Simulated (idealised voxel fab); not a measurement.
voxel capacitor over wiring: a process module
For reference, the cross-section in this document is cut, with width 155 nm and square cells of 5 nm.
Throughout this document, each cross-section is represented as a grid of square cells and is presented as a sequence of bands enumerated from the top downward, where a band comprises one or more rows of cells. Read a band's entry like this: the first values are the height of its top and the height of its bottom in nm, and what follows is the sequence of materials from left to right, each with its width in nm. Note that "blank" is empty space, and that a single material marked "full width" reaches across the band from edge to edge. Heights from 0 (as-received wafer is one material below). Bottom band endless downward, as "from 0 down". The notation "30..40" denotes a width that varies across the rows of cells in the band, beginning at the first number in the top row, finishing at the second number in the bottom row, and changing by an identical amount from each row to the next. "remained unchanged" means the step left every cell of the cross-section as it was. Each empty space that has no open way to the top and spans at least 8 cells appears under "Closed empty spaces" as width x height at distance, the distance counted from the left edge, all in nm. Where a step's line continues beyond its settings, the continuation is a remark by the simulator itself on that step. You can add "overlay nm" to a step's line. For a step with a mask, it describes how far the mask lay to the right of its planned position, and a negative number describes a lay to the left.
### This section lists the process steps that were planned
step 1: RECEIVE [material Si]
step 2: CONFORMAL_DEP [material SiO2] [thk nm 10]
step 3: CONFORMAL_DEP [material SiCN] [thk nm 5]
step 4: DIRECTIONAL_DEP [material SiO2] [thk nm 15]
step 5: DIRECTIONAL_DEP [material aC] [thk nm 15]
step 6: PATTERN [tone open] [mask id METAL_1] [material resist] [width nm 20] [pitch nm 80] [thk nm 35] [overlay nm 0]
step 7: DIRECTIONAL_ETCH [etch materials aC] [depth nm 15]
step 8: STRIP [etch materials resist]
step 9: DIRECTIONAL_ETCH [etch materials SiO2] [depth nm 15]
step 10: DIRECTIONAL_ETCH [etch materials SiCN] [depth nm 5]
step 11: STRIP [etch materials aC]
step 12: CONFORMAL_DEP [material TiN] [thk nm 5]
step 13: FILL_DEP [material Ru] [thk nm 5]
step 14: CMP [height nm 30]
step 15: EPI [material Ru] [thk nm 5]
step 16: FILL_DEP [material SiCN] [thk nm 5]
step 17: DIRECTIONAL_DEP [material lowk] [thk nm 10]
step 18: MASKED_ETCH [tone open] [mask id PLUG_1] [width nm 15] [etch materials lowk] [depth nm 10] [overlay nm 0]
step 19: MASKED_ETCH [tone open] [mask id PLUG_1] [width nm 15] [etch materials SiCN] [depth nm 5] [overlay nm 0]
step 20: CONFORMAL_DEP [material TiN] [thk nm 5]
step 21: FILL_DEP [material W] [thk nm 5]
step 22: CMP [height nm 50]
step 23: DIRECTIONAL_DEP [material TiN] [thk nm 5]
step 24: DIRECTIONAL_DEP [material HfO2] [thk nm 5]
step 25: DIRECTIONAL_DEP [material TiN] [thk nm 10]
step 26: DIRECTIONAL_DEP [material aC] [thk nm 15]
step 27: PATTERN [tone cover] [mask id UPPER_PLATE] [material resist] [width nm 65] [thk nm 30] [overlay nm 0]
step 28: DIRECTIONAL_ETCH [etch materials aC] [depth nm 15]
step 29: STRIP [etch materials resist]
step 30: DIRECTIONAL_ETCH [etch materials TiN] [depth nm 10]
step 31: DIRECTIONAL_ETCH [etch materials HfO2] [depth nm 5]
step 32: STRIP [etch materials aC]
step 33: MASKED_ETCH [tone cover] [mask id LOWER_PLATE] [width nm 75] [etch materials TiN] [depth nm 5] [overlay nm 0]
step 34: FILL_DEP [material SiO2] [thk nm 20]
step 35: CMP [height nm 85]
step 36: DIRECTIONAL_DEP [material aC] [thk nm 15]
step 37: PATTERN [tone open] [mask id PLUG_2] [material resist] [width nm 15] [thk nm 30] [overlay nm 0]
step 38: DIRECTIONAL_ETCH [etch materials aC] [depth nm 15]
step 39: STRIP [etch materials resist]
step 40: DIRECTIONAL_ETCH [etch materials SiO2] [depth nm 15]
step 41: STRIP [etch materials aC]
step 42: CONFORMAL_DEP [material TiN] [thk nm 5]
step 43: FILL_DEP [material Cu] [thk nm 10]
step 44: CMP [height nm 85]
step 45: CONFORMAL_DEP [material SiN] [thk nm 5]
### Of two wafers, the first: run according to plan
### As received (post step 1): cross-section
	from 0 down = Si full width
	Closed empty spaces: none
### The wafer in cross-section once step 2 is complete
	from 10 to 0 = SiO2 full width
	Heights below 0 show no change.
### The wafer in cross-section once step 3 is complete
	from 15 to 10 = SiCN full width
	Heights below 10 show no change.
### The wafer in cross-section once step 4 is complete
	from 30 to 15 = SiO2 full width
	Heights below 15 show no change.
### The wafer in cross-section once step 5 is complete
	from 45 to 30 = aC full width
	Heights below 30 show no change.
### The wafer in cross-section once step 6 is complete
	from 80 to 45 = resist=25 / blank=20 / resist=60 / blank=20 / resist=30
	Heights below 45 show no change.
### The wafer in cross-section once step 7 is complete
	from 65 to 45 = resist=25 / blank=20 / resist=60 / blank=20 / resist=30
	from 45 to 30 = aC=25 / blank=20 / aC=60 / blank=20 / aC=30
	Heights below 30 show no change.
### The wafer in cross-section once step 8 is complete
	from 45 to 30 = aC=25 / blank=20 / aC=60 / blank=20 / aC=30
	Heights below 30 show no change.
### The wafer in cross-section once step 9 is complete
	from 45 to 30 = aC=25 / blank=20 / aC=60 / blank=20 / aC=30
	from 30 to 15 = SiO2=25 / blank=20 / SiO2=60 / blank=20 / SiO2=30
	Heights below 15 show no change.
### The wafer in cross-section once step 10 is complete
	from 45 to 30 = aC=25 / blank=20 / aC=60 / blank=20 / aC=30
	from 30 to 15 = SiO2=25 / blank=20 / SiO2=60 / blank=20 / SiO2=30
	from 15 to 10 = SiCN=25 / blank=20 / SiCN=60 / blank=20 / SiCN=30
	Heights below 10 show no change.
### The wafer in cross-section once step 11 is complete
	from 30 to 15 = SiO2=25 / blank=20 / SiO2=60 / blank=20 / SiO2=30
	Heights below 15 show no change.
### The wafer in cross-section once step 12 is complete
	from 35 to 30 = TiN=30 / blank=10 / TiN=70 / blank=10 / TiN=35
	from 30 to 15 = SiO2=25 / TiN=5 / blank=10 / TiN=5 / SiO2=60 / TiN=5 / blank=10 / TiN=5 / SiO2=30
	from 15 to 10 = SiCN=25 / TiN=20 / SiCN=60 / TiN=20 / SiCN=30
	Heights below 10 show no change.
### The wafer in cross-section once step 13 is complete
	from 40 to 35 = Ru full width
	from 35 to 30 = TiN=30 / Ru=10 / TiN=70 / Ru=10 / TiN=35
	from 30 to 15 = SiO2=25 / TiN=5 / Ru=10 / TiN=5 / SiO2=60 / TiN=5 / Ru=10 / TiN=5 / SiO2=30
	Heights below 15 show no change.
### The wafer in cross-section once step 14 is complete
	from 30 to 15 = SiO2=25 / TiN=5 / Ru=10 / TiN=5 / SiO2=60 / TiN=5 / Ru=10 / TiN=5 / SiO2=30
	Heights below 15 show no change.
### The wafer in cross-section once step 15 is complete
	from 35 to 30 = blank=20 / Ru=30 / blank=50 / Ru=30 / blank=25
	Heights below 30 show no change.
### The wafer in cross-section once step 16 is complete
	from 40 to 35 = SiCN full width
	from 35 to 30 = SiCN=20 / Ru=30 / SiCN=50 / Ru=30 / SiCN=25
	Heights below 30 show no change.
### The wafer in cross-section once step 17 is complete
	from 50 to 40 = lowk full width
	Heights below 40 show no change.
### The wafer in cross-section once step 18 is complete
	from 50 to 40 = lowk=30 / blank=15 / lowk=110
	Heights below 40 show no change.
### The wafer in cross-section once step 19 is complete
	from 50 to 40 = lowk=30 / blank=15 / lowk=110
	from 40 to 35 = SiCN=30 / blank=15 / SiCN=110
	Heights below 35 show no change.
### The wafer in cross-section once step 20 is complete
	from 55 to 50 = TiN=35 / blank=5 / TiN=115
	from 50 to 40 = lowk=30 / TiN=5 / blank=5 / TiN=5 / lowk=110
	from 40 to 35 = SiCN=30 / TiN=15 / SiCN=110
	Heights below 35 show no change.
### The wafer in cross-section once step 21 is complete
	from 60 to 55 = W full width
	from 55 to 50 = TiN=35 / W=5 / TiN=115
	from 50 to 40 = lowk=30 / TiN=5 / W=5 / TiN=5 / lowk=110
	Heights below 40 show no change.
### The wafer in cross-section once step 22 is complete
	from 50 to 40 = lowk=30 / TiN=5 / W=5 / TiN=5 / lowk=110
	Heights below 40 show no change.
### The wafer in cross-section once step 23 is complete
	from 55 to 50 = TiN full width
	Heights below 50 show no change.
### The wafer in cross-section once step 24 is complete
	from 60 to 55 = HfO2 full width
	Heights below 55 show no change.
### The wafer in cross-section once step 25 is complete
	from 70 to 60 = TiN full width
	Heights below 60 show no change.
### The wafer in cross-section once step 26 is complete
	from 85 to 70 = aC full width
	Heights below 70 show no change.
### The wafer in cross-section once step 27 is complete
	from 115 to 85 = blank=30 / resist=65 / blank=60
	Heights below 85 show no change.
### The wafer in cross-section once step 28 is complete
	from 100 to 85 = blank=30 / resist=65 / blank=60
	from 85 to 70 = blank=30 / aC=65 / blank=60
	Heights below 70 show no change.
### The wafer in cross-section once step 29 is complete
	from 85 to 70 = blank=30 / aC=65 / blank=60
	Heights below 70 show no change.
### The wafer in cross-section once step 30 is complete
	from 85 to 70 = blank=30 / aC=65 / blank=60
	from 70 to 60 = blank=30 / TiN=65 / blank=60
	Heights below 60 show no change.
### The wafer in cross-section once step 31 is complete
	from 85 to 70 = blank=30 / aC=65 / blank=60
	from 70 to 60 = blank=30 / TiN=65 / blank=60
	from 60 to 55 = blank=30 / HfO2=65 / blank=60
	Heights below 55 show no change.
### The wafer in cross-section once step 32 is complete
	from 70 to 60 = blank=30 / TiN=65 / blank=60
	Heights below 60 show no change.
### The wafer in cross-section once step 33 is complete
	from 70 to 60 = blank=30 / TiN=65 / blank=60
	from 60 to 55 = blank=30 / HfO2=65 / blank=60
	from 55 to 50 = blank=25 / TiN=75 / blank=55
	Heights below 50 show no change.
### The wafer in cross-section once step 34 is complete
	from 90 to 70 = SiO2 full width
	from 70 to 60 = SiO2=30 / TiN=65 / SiO2=60
	from 60 to 55 = SiO2=30 / HfO2=65 / SiO2=60
	from 55 to 50 = SiO2=25 / TiN=75 / SiO2=55
	Heights below 50 show no change.
### The wafer in cross-section once step 35 is complete
	from 85 to 70 = SiO2 full width
	Heights below 70 show no change.
### The wafer in cross-section once step 36 is complete
	from 100 to 85 = aC full width
	Heights below 85 show no change.
### The wafer in cross-section once step 37 is complete
	from 130 to 100 = resist=40 / blank=15 / resist=100
	Heights below 100 show no change.
### The wafer in cross-section once step 38 is complete
	from 115 to 100 = resist=40 / blank=15 / resist=100
	from 100 to 85 = aC=40 / blank=15 / aC=100
	Heights below 85 show no change.
### The wafer in cross-section once step 39 is complete
	from 100 to 85 = aC=40 / blank=15 / aC=100
	Heights below 85 show no change.
### The wafer in cross-section once step 40 is complete
	from 100 to 85 = aC=40 / blank=15 / aC=100
	from 85 to 70 = SiO2=40 / blank=15 / SiO2=100
	Heights below 70 show no change.
### The wafer in cross-section once step 41 is complete
	from 85 to 70 = SiO2=40 / blank=15 / SiO2=100
	Heights below 70 show no change.
### The wafer in cross-section once step 42 is complete
	from 90 to 85 = TiN=45 / blank=5 / TiN=105
	from 85 to 75 = SiO2=40 / TiN=5 / blank=5 / TiN=5 / SiO2=100
	from 75 to 70 = SiO2=40 / TiN=15 / SiO2=100
	Heights below 70 show no change.
### The wafer in cross-section once step 43 is complete
	from 100 to 90 = Cu full width
	from 90 to 85 = TiN=45 / Cu=5 / TiN=105
	from 85 to 75 = SiO2=40 / TiN=5 / Cu=5 / TiN=5 / SiO2=100
	Heights below 75 show no change.
### The wafer in cross-section once step 44 is complete
	from 85 to 75 = SiO2=40 / TiN=5 / Cu=5 / TiN=5 / SiO2=100
	Heights below 75 show no change.
### The wafer in cross-section once step 45 is complete
	from 90 to 85 = SiN full width
	Heights below 85 show no change.
### The second wafer began exactly as the first did and followed the same plan, but one mistake was made while running it; through step 16 inclusive, the two wafers are identical
### Second wafer, cross-section, planned end of step 17
	from 50 to 40 = aC full width
	Heights below 40 show no change.
Second wafer, cross-section, planned end of step 18: remained unchanged
Second wafer, cross-section, planned end of step 19: remained unchanged
### Second wafer, cross-section, planned end of step 20
	from 55 to 50 = TiN full width
	Heights below 50 show no change.
### Second wafer, cross-section, planned end of step 21
	from 60 to 55 = W full width
	Heights below 55 show no change.
### Second wafer, cross-section, planned end of step 22
	from 50 to 40 = aC full width
	Heights below 40 show no change.
### Second wafer, cross-section, planned end of step 23
	from 55 to 50 = TiN full width
	Heights below 50 show no change.
### Second wafer, cross-section, planned end of step 24
	from 60 to 55 = HfO2 full width
	Heights below 55 show no change.
### Second wafer, cross-section, planned end of step 25
	from 70 to 60 = TiN full width
	Heights below 60 show no change.
### Second wafer, cross-section, planned end of step 26
	from 85 to 70 = aC full width
	Heights below 70 show no change.
### Second wafer, cross-section, planned end of step 27
	from 115 to 85 = blank=30 / resist=65 / blank=60
	Heights below 85 show no change.
### Second wafer, cross-section, planned end of step 28
	from 100 to 85 = blank=30 / resist=65 / blank=60
	from 85 to 70 = blank=30 / aC=65 / blank=60
	Heights below 70 show no change.
### Second wafer, cross-section, planned end of step 29
	from 85 to 70 = blank=30 / aC=65 / blank=60
	Heights below 70 show no change.
### Second wafer, cross-section, planned end of step 30
	from 85 to 70 = blank=30 / aC=65 / blank=60
	from 70 to 60 = blank=30 / TiN=65 / blank=60
	Heights below 60 show no change.
### Second wafer, cross-section, planned end of step 31
	from 85 to 70 = blank=30 / aC=65 / blank=60
	from 70 to 60 = blank=30 / TiN=65 / blank=60
	from 60 to 55 = blank=30 / HfO2=65 / blank=60
	Heights below 55 show no change.
### Second wafer, cross-section, planned end of step 32
	from 70 to 60 = blank=30 / TiN=65 / blank=60
	Heights below 60 show no change.
### Second wafer, cross-section, planned end of step 33
	from 70 to 60 = blank=30 / TiN=65 / blank=60
	from 60 to 55 = blank=30 / HfO2=65 / blank=60
	from 55 to 50 = blank=25 / TiN=75 / blank=55
	Heights below 50 show no change.
### Second wafer, cross-section, planned end of step 34
	from 90 to 70 = SiO2 full width
	from 70 to 60 = SiO2=30 / TiN=65 / SiO2=60
	from 60 to 55 = SiO2=30 / HfO2=65 / SiO2=60
	from 55 to 50 = SiO2=25 / TiN=75 / SiO2=55
	Heights below 50 show no change.
### Second wafer, cross-section, planned end of step 35
	from 85 to 70 = SiO2 full width
	Heights below 70 show no change.
### Second wafer, cross-section, planned end of step 36
	from 100 to 85 = aC full width
	Heights below 85 show no change.
### Second wafer, cross-section, planned end of step 37
	from 130 to 100 = resist=40 / blank=15 / resist=100
	Heights below 100 show no change.
### Second wafer, cross-section, planned end of step 38
	from 115 to 100 = resist=40 / blank=15 / resist=100
	from 100 to 85 = aC=40 / blank=15 / aC=100
	Heights below 85 show no change.
### Second wafer, cross-section, planned end of step 39
	from 100 to 85 = aC=40 / blank=15 / aC=100
	Heights below 85 show no change.
### Second wafer, cross-section, planned end of step 40
	from 100 to 85 = aC=40 / blank=15 / aC=100
	from 85 to 70 = SiO2=40 / blank=15 / SiO2=100
	Heights below 70 show no change.
### Second wafer, cross-section, planned end of step 41
	from 85 to 70 = SiO2=40 / blank=15 / SiO2=100
	Heights below 70 show no change.
### Second wafer, cross-section, planned end of step 42
	from 90 to 85 = TiN=45 / blank=5 / TiN=105
	from 85 to 75 = SiO2=40 / TiN=5 / blank=5 / TiN=5 / SiO2=100
	from 75 to 70 = SiO2=40 / TiN=15 / SiO2=100
	Heights below 70 show no change.
### Second wafer, cross-section, planned end of step 43
	from 100 to 90 = Cu full width
	from 90 to 85 = TiN=45 / Cu=5 / TiN=105
	from 85 to 75 = SiO2=40 / TiN=5 / Cu=5 / TiN=5 / SiO2=100
	Heights below 75 show no change.
### Second wafer, cross-section, planned end of step 44
	from 85 to 75 = SiO2=40 / TiN=5 / Cu=5 / TiN=5 / SiO2=100
	Heights below 75 show no change.
### Second wafer, cross-section, planned end of step 45
	from 90 to 85 = SiN full width
	Heights below 85 show no change.
Processing error: step 17 was processed under conditions differing from the plan, specifically as DIRECTIONAL_DEP [material aC] [thk nm 10]
At the finish, the second wafer shows more or fewer cells for some materials than the first does: +3 SiCN, -7 TiN, -2 W, +62 aC, -56 lowk
